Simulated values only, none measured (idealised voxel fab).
Process module under the name voxel transistor to metal
Cross-section cut spans 280 nm and uses square cells 5 nm in size.
Cross-section = grid of square cells, listed top down in bands; band = one or more rows. Top, bottom (nm), then materials left to right with widths (nm); lone material tagged "everywhere" fills the whole band edge to edge; "empty" = empty space. Height 0 is the level under which the wafer as received is all one material. The lowest band goes on downwards, as in "from 0 down". Think of "30..40" as a width that walks from the first number to the second as you go down the band, top row to bottom row, taking equal-sized steps from row to row. Basically "no alterations made" means that step didn't change any cell in the cross-section. What "Enclosed internal voids" gives you is every empty space of 8 cells or more that is cut off from the top. Each appears as width x height at distance, with the distance taken from the left edge and width, height and distance all in nm. If you see something after the settings on a step's line, that's the simulator's own remark about that step. overlay nm: on a step with a mask, how far right of its planned place the mask lay; negative means left.

PROCESS STEPS (PLANNED)
1. RECEIVE with material Si
2. OXIDIZE with depth nm 5
3. CONFORMAL_DEP with material SiN, thk nm 15
4. MASKED_ETCH with tone cover, mask id ACTIVE, width nm 105, pitch nm 135, etch materials SiN, depth nm 15, overlay nm 0
5. MASKED_ETCH with tone cover, mask id ACTIVE, width nm 105, pitch nm 135, etch materials SiO2, depth nm 5, overlay nm 0
6. MASKED_ETCH with tone cover, mask id ACTIVE, width nm 105, pitch nm 135, etch materials Si, depth nm 20, overlay nm 0
7. OXIDIZE with depth nm 5
8. FILL_DEP with material SiO2, thk nm 15
9. CMP with height nm 15
10. SELECTIVE_ETCH with etch materials SiO2, depth nm 15
11. STRIP with etch materials SiN
12. SELECTIVE_ETCH with etch materials SiO2, depth nm 5
13. OXIDIZE with depth nm 5
14. DIRECTIONAL_DEP with material polySi, thk nm 20
15. DIRECTIONAL_DEP with material SiCN, thk nm 15
16. PATTERN with tone cover, mask id GATE, material resist, width nm 25, pitch nm 135, thk nm 15, overlay nm 0
17. DIRECTIONAL_ETCH with etch materials SiCN, depth nm 25
18. DIRECTIONAL_ETCH with etch materials polySi, depth nm 30
19. STRIP with etch materials resist
20. CONFORMAL_DEP with material SiO2, thk nm 5
21. DIRECTIONAL_ETCH with etch materials SiO2, depth nm 5
22. CONFORMAL_DEP with material SiN, thk nm 5
23. DIRECTIONAL_ETCH with etch materials SiN, depth nm 5
24. DIRECTIONAL_ETCH with etch materials SiO2, depth nm 5
25. DIRECTIONAL_ETCH with etch materials Si, depth nm 5
26. EPI with material nSi, thk nm 10
27. FILL_DEP with material SiO2, thk nm 10
28. CMP with height nm 15
29. STRIP with etch materials polySi
30. SELECTIVE_ETCH with etch materials SiO2, depth nm 5
31. CONFORMAL_DEP with material HfO2, thk nm 5
32. CONFORMAL_DEP with material TiN, thk nm 5
33. FILL_DEP with material W, thk nm 5
34. CMP with height nm 10
35. DIRECTIONAL_DEP with material SiO2, thk nm 10
36. DIRECTIONAL_DEP with material aC, thk nm 10
37. PATTERN with tone open, mask id CONTACT, material resist, width nm 20, thk nm 30, overlay nm 0
38. DIRECTIONAL_ETCH with etch materials aC, depth nm 10
39. STRIP with etch materials resist
40. DIRECTIONAL_ETCH with etch materials SiO2, depth nm 25
41. STRIP with etch materials aC
42. CONFORMAL_DEP with material TiN, thk nm 5
43. FILL_DEP with material W, thk nm 10
44. CMP with height nm 20
45. DIRECTIONAL_DEP with material TiN, thk nm 5
46. DIRECTIONAL_DEP with material Ru, thk nm 20
47. PATTERN with tone cover, mask id METAL_1, material resist, width nm 20, thk nm 20, overlay nm 0
48. DIRECTIONAL_ETCH with etch materials Ru, depth nm 20
49. DIRECTIONAL_ETCH with etch materials TiN, depth nm 5
50. STRIP with etch materials resist
51. CONFORMAL_DEP with material SiCN, thk nm 5
52. FILL_DEP with material lowk, thk nm 10
53. CMP with height nm 45
54. CONFORMAL_DEP with material SiCN, thk nm 5
55. DIRECTIONAL_DEP with material lowk, thk nm 30
56. PATTERN with tone open, mask id METAL_2, material resist, width nm 20, pitch nm 135, thk nm 15, overlay nm 0
57. DIRECTIONAL_ETCH with etch materials lowk, depth nm 20
58. STRIP with etch materials resist
59. PATTERN with tone open, mask id METAL_2_HOLES, material resist, width nm 15, pitch nm 135, thk nm 15, overlay nm 0
60. DIRECTIONAL_ETCH with etch materials lowk, depth nm 10
61. DIRECTIONAL_ETCH with etch materials SiCN, depth nm 5
62. STRIP with etch materials resist
63. CONFORMAL_DEP with material TiN, thk nm 5
64. FILL_DEP with material Ru, thk nm 5
65. CMP with height nm 80
66. CONFORMAL_DEP with material SiN, thk nm 5

CROSS-SECTION OF THE WAFER AT RECEIPT, WHICH IS THE CONDITION AFTER STEP 1
	from 0 down: Si everywhere
	Enclosed internal voids: none

FIRST WAFER AT THE END, AS PLANNED
	from 85 to 80: SiN everywhere
	from 80 to 65: lowk: 25, then TiN: 5, then Ru: 10, then TiN: 5, then lowk: 115, then TiN: 5, then Ru: 10, then TiN: 5, then lowk: 100
	from 65 to 60: lowk: 25, then TiN: 5, then Ru: 5, then TiN: 10, then lowk: 115, then TiN: 5, then Ru: 5, then TiN: 10, then lowk: 100
	from 60 to 50: lowk: 25, then TiN: 5, then Ru: 5, then TiN: 5, then lowk: 120, then TiN: 5, then Ru: 5, then TiN: 5, then lowk: 105
	from 50 to 45: SiCN: 25, then TiN: 15, then SiCN: 120, then TiN: 15, then SiCN: 105
	from 45 to 25: lowk: 20, then SiCN: 5, then Ru: 20, then SiCN: 5, then lowk: 45, then SiCN: 5, then Ru: 20, then SiCN: 5, then lowk: 30, then SiCN: 5, then Ru: 20, then SiCN: 5, then lowk: 45, then SiCN: 5, then Ru: 20, then SiCN: 5, then lowk: 20
	from 25 to 20: SiCN: 25, then TiN: 20, then SiCN: 55, then TiN: 20, then SiCN: 40, then TiN: 20, then SiCN: 55, then TiN: 20, then SiCN: 25
	from 20 to 10: SiO2: 25, then TiN: 5, then W: 10, then TiN: 5, then SiO2: 55, then TiN: 5, then W: 10, then TiN: 5, then SiO2: 40, then TiN: 5, then W: 10, then TiN: 5, then SiO2: 55, then TiN: 5, then W: 10, then TiN: 5, then SiO2: 25
	from 10 to 0: SiO2: 25, then TiN: 5, then W: 10..5, then TiN: 5..10, then SiO2: 5, then SiN: 5, then HfO2: 5, then TiN: 5, then W: 15, then TiN: 5, then HfO2: 5, then SiN: 5, then SiO2: 5, then TiN: 5..10, then W: 10..5, then TiN: 5, then SiO2: 40, then TiN: 5, then W: 10..5, then TiN: 5..10, then SiO2: 5, then SiN: 5, then HfO2: 5, then TiN: 5, then W: 15, then TiN: 5, then HfO2: 5, then SiN: 5, then SiO2: 5, then TiN: 5..10, then W: 10..5, then TiN: 5, then SiO2: 25
	from 0 to -5: SiO2: 25, then TiN: 15, then nSi: 10, then SiN: 5, then HfO2: 5, then TiN: 25, then HfO2: 5, then SiN: 5, then nSi: 10, then TiN: 15, then SiO2: 40, then TiN: 15, then nSi: 10, then SiN: 5, then HfO2: 5, then TiN: 25, then HfO2: 5, then SiN: 5, then nSi: 10, then TiN: 15, then SiO2: 25
	from -5 to -10: SiO2: 20, then nSi: 30, then SiO2: 5, then HfO2: 35, then SiO2: 5, then nSi: 30, then SiO2: 30, then nSi: 30, then SiO2: 5, then HfO2: 35, then SiO2: 5, then nSi: 30, then SiO2: 20
	from -10 to -15: SiO2: 25, then nSi: 25, then Si: 45, then nSi: 25, then SiO2: 40, then nSi: 25, then Si: 45, then nSi: 25, then SiO2: 25
	from -15 to -30: SiO2: 25, then Si: 95, then SiO2: 40, then Si: 95, then SiO2: 25
	from -30 down: Si everywhere
	Enclosed internal voids: none

CROSS-SECTIONAL VIEW: SECOND OF TWO WAFERS, END OF MODULE; START AND PLAN IDENTICAL TO THE FIRST, ONE MISTAKE IN RUNNING
	from 85 to 80: SiN everywhere
	from 80 to 65: lowk: 25, then TiN: 5, then Ru: 10, then TiN: 5, then lowk: 115, then TiN: 5, then Ru: 10, then TiN: 5, then lowk: 100
	from 65 to 60: lowk: 25, then TiN: 5, then Ru: 5, then TiN: 10, then lowk: 115, then TiN: 5, then Ru: 5, then TiN: 10, then lowk: 100
	from 60 to 50: lowk: 25, then TiN: 5, then Ru: 5, then TiN: 5, then lowk: 120, then TiN: 5, then Ru: 5, then TiN: 5, then lowk: 105
	from 50 to 45: SiCN: 25, then TiN: 15, then SiCN: 120, then TiN: 15, then SiCN: 105
	from 45 to 25: lowk: 20, then SiCN: 5, then Ru: 20, then SiCN: 5, then lowk: 45, then SiCN: 5, then Ru: 20, then SiCN: 5, then lowk: 30, then SiCN: 5, then Ru: 20, then SiCN: 5, then lowk: 45, then SiCN: 5, then Ru: 20, then SiCN: 5, then lowk: 20
	from 25 to 20: SiCN: 25, then TiN: 20, then SiCN: 55, then TiN: 20, then SiCN: 40, then TiN: 20, then SiCN: 55, then TiN: 20, then SiCN: 25
	from 20 to 10: SiO2: 25, then TiN: 5, then W: 10, then TiN: 5, then SiO2: 55, then TiN: 5, then W: 10, then TiN: 5, then SiO2: 40, then TiN: 5, then W: 10, then TiN: 5, then SiO2: 55, then TiN: 5, then W: 10, then TiN: 5, then SiO2: 25
	from 10 to 0: SiO2: 25, then TiN: 5, then W: 10..5, then TiN: 5..10, then SiO2: 5, then SiN: 5, then HfO2: 5, then SiO2: 5, then W: 15, then SiO2: 5, then HfO2: 5, then SiN: 5, then SiO2: 5, then TiN: 5..10, then W: 10..5, then TiN: 5, then SiO2: 40, then TiN: 5, then W: 10..5, then TiN: 5..10, then SiO2: 5, then SiN: 5, then HfO2: 5, then SiO2: 5, then W: 15, then SiO2: 5, then HfO2: 5, then SiN: 5, then SiO2: 5, then TiN: 5..10, then W: 10..5, then TiN: 5, then SiO2: 25
	from 0 to -5: SiO2: 25, then TiN: 15, then nSi: 10, then SiN: 5, then HfO2: 5, then SiO2: 25, then HfO2: 5, then SiN: 5, then nSi: 10, then TiN: 15, then SiO2: 40, then TiN: 15, then nSi: 10, then SiN: 5, then HfO2: 5, then SiO2: 25, then HfO2: 5, then SiN: 5, then nSi: 10, then TiN: 15, then SiO2: 25
	from -5 to -10: SiO2: 20, then nSi: 30, then SiO2: 5, then HfO2: 35, then SiO2: 5, then nSi: 30, then SiO2: 30, then nSi: 30, then SiO2: 5, then HfO2: 35, then SiO2: 5, then nSi: 30, then SiO2: 20
	from -10 to -15: SiO2: 25, then nSi: 25, then Si: 45, then nSi: 25, then SiO2: 40, then nSi: 25, then Si: 45, then nSi: 25, then SiO2: 25
	from -15 to -30: SiO2: 25, then Si: 95, then SiO2: 40, then Si: 95, then SiO2: 25
	from -30 down: Si everywhere
	Enclosed internal voids: none
Short version of what went wrong: step 32: run off-plan, actual operation and settings CONFORMAL_DEP with material SiO2, thk nm 5
In the final state, the cell counts of the second wafer exceed or fall short of those of the first for the following materials: SiO2 +18, TiN -18
